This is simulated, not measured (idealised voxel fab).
process module | voxel capacitor over wiring
cross-section cut | 275 nm wide | cells 5 nm
A cross-section is a grid of square cells, given in bands from the top down. A band is one or more rows of cells.
Each band's line starts with the height of the band's top and of its bottom, in nm. Then come its materials from left to right, each with its width in nm. One material with "throughout" fills the band from edge to edge. "air" is empty space.
Height 0 is the level under which the wafer as received is all one material. The lowest band goes on downwards, as in "0 down".
A width such as "30 to 40" changes by the same amount from each row of cells to the next, from the band's top row to its bottom row.
"no change" after a step means that no cell of the cross-section changed.
closed voids: empty space of 8 cells or more with no open way to the top, each as width x height at its distance from the left edge, in nm
after a step's settings: what the simulator itself notes on the step
overlay nm, on a step with a mask: how far to the right of its planned place the mask lay; to the left if negative
plan
1 op RECEIVE | material Si
2 op CONFORMAL_DEP | material SiO2 | thk nm 15
3 op DIRECTIONAL_DEP | material TiN | thk nm 5
4 op DIRECTIONAL_DEP | material W | thk nm 15
5 op MASKED_ETCH | tone cover | mask id METAL_1 | width nm 30 | pitch nm 100 | etch materials W | depth nm 15 | overlay nm 0
6 op MASKED_ETCH | tone cover | mask id METAL_1 | width nm 30 | pitch nm 100 | etch materials TiN | depth nm 5 | overlay nm 0
7 op FILL_DEP | material SiO2 | thk nm 10
8 op CMP | height nm 35
9 op CONFORMAL_DEP | material SiCN | thk nm 5
10 op DIRECTIONAL_DEP | material lowk | thk nm 10
11 op PATTERN | tone open | mask id PLUG_1 | material resist | width nm 15 | thk nm 15 | overlay nm 0
12 op DIRECTIONAL_ETCH | etch materials lowk | depth nm 10
13 op DIRECTIONAL_ETCH | etch materials SiCN | depth nm 5
14 op STRIP | etch materials resist
15 op EPI | material Ru | thk nm 10
16 op EPI | material Ru | thk nm 5
17 op DIRECTIONAL_DEP | material TiN | thk nm 10
18 op DIRECTIONAL_DEP | material SiN | thk nm 5
19 op DIRECTIONAL_DEP | material TiN | thk nm 5
20 op DIRECTIONAL_DEP | material aC | thk nm 10
21 op PATTERN | tone cover | mask id UPPER_PLATE | material resist | width nm 75 | thk nm 25 | overlay nm 0
22 op DIRECTIONAL_ETCH | etch materials aC | depth nm 10
23 op STRIP | etch materials resist
24 op DIRECTIONAL_ETCH | etch materials TiN | depth nm 5
25 op DIRECTIONAL_ETCH | etch materials SiN | depth nm 5
26 op STRIP | etch materials aC
27 op MASKED_ETCH | tone cover | mask id LOWER_PLATE | width nm 85 | etch materials TiN | depth nm 10 | overlay nm 0
28 op FILL_DEP | material SiO2 | thk nm 20
29 op CMP | height nm 85
30 op MASKED_ETCH | tone open | mask id PLUG_2 | width nm 15 | etch materials SiO2 | depth nm 15 | overlay nm 0
31 op CONFORMAL_DEP | material TiN | thk nm 5
32 op FILL_DEP | material Ru | thk nm 5
33 op CMP | height nm 85
34 op CONFORMAL_DEP | material SiN | thk nm 5
as received, after step 1
  0 down: Si throughout
  closed voids: none
a wafer at the end: this start, this plan, one mistake
  90 to 85: SiN throughout
  85 to 75: SiO2 95 | TiN 5 | Ru 5 | TiN 5 | SiO2 165
  75 to 65: SiO2 95 to 85 | TiN 15 to 75 | SiO2 165 to 115
  65 to 55: SiO2 80 | TiN 85 | SiO2 110
  55 to 50: SiN throughout
  50 to 40: lowk 85 | Ru 15 | lowk 175
  40 to 35: SiCN 85 | Ru 15 | SiCN 175
  35 to 20: SiO2 70 | W 30 | SiO2 70 | W 30 | SiO2 75
  20 to 15: SiO2 70 | TiN 30 | SiO2 70 | TiN 30 | SiO2 75
  15 to 0: SiO2 throughout
  0 down: Si throughout
  closed voids: none
what went wrong: steps 17 and 18 were swapped
